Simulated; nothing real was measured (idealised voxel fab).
Module name: voxel released beams (process module)
Square cells of 5 nm make up the cross-section cut, whose width is 180 nm.
For the purposes of this document, a cross-section shall be understood as a grid of square cells, specified as bands listed in top-to-bottom order, each band consisting of one or more rows of cells. Basically the band line says how high the top is and how high the bottom is, in nm, and then what's in it from left to right, every material with its width in nm. Empty space shows up as "blank", and if a single material carries "edge to edge" it runs the full band edge to edge. For the purposes of this specification, 0 denotes the height below which the wafer in its as-received condition is composed wholly of one material, and the lowermost band, lacking a lower limit, extends downward without end, as expressed in "0 -> down". It should be noted that a width expressed as "30->40" varies in equal increments from row to row of cells within the band, taking the value of the first number at the top row and that of the second number at the bottom row. A step reported as "same as before" is a step in which no cell of the cross-section changed. You'll see "Sealed void listing" listing empty spaces that have no way open to the top, as long as they're 8 cells or more; the notation is width x height at distance, where the distance is from the left edge, and all of it is in nm. Step line, after settings: the simulator's comment on this step. overlay nm: step with mask; distance mask lay right of planned place; negative value = left of planned place.
[So here's the lineup of process steps we planned]
1: RECEIVE: material Si
2: CONFORMAL_DEP: material SiN, thk nm 5
3: DIRECTIONAL_DEP: material SiO2, thk nm 15
4: DIRECTIONAL_DEP: material aC, thk nm 15
5: PATTERN: tone open, mask id ANCHOR, material resist, width nm 25, thk nm 30, overlay nm 0
6: DIRECTIONAL_ETCH: etch materials aC, depth nm 15
7: STRIP: etch materials resist
8: DIRECTIONAL_ETCH: etch materials SiO2, depth nm 15
9: STRIP: etch materials aC
10: CONFORMAL_DEP: material polySi, thk nm 10
11: DIRECTIONAL_DEP: material aC, thk nm 15
12: PATTERN: tone cover, mask id BEAM, material resist, width nm 110, thk nm 30, overlay nm 0
13: DIRECTIONAL_ETCH: etch materials aC, depth nm 15
14: STRIP: etch materials resist
15: DIRECTIONAL_ETCH: etch materials polySi, depth nm 10
16: STRIP: etch materials aC
17: STRIP: etch materials SiO2
[Cross-section of the wafer upon arrival, representing the state reached after step 1]
	0 -> down | Si edge to edge
	Sealed void listing: none
[Below is the wafer in cross-section after the module was completed. It began from the starting point shown above and followed the plan shown above, except that one mistake was made while running it]
	25 -> 15 | blank: 30 | polySi: 15 | blank: 5 | polySi: 90 | blank: 40
	15 -> 10 | blank: 35 | polySi: 10 | blank: 5 | polySi: 10 | blank: 120
	10 -> 0 | blank: 35 | polySi: 25 | blank: 120
	0 -> down | Si edge to edge
	Sealed void listing: none
The mistake made against the process plan was this: step 2 was dropped from the plan's execution and never run
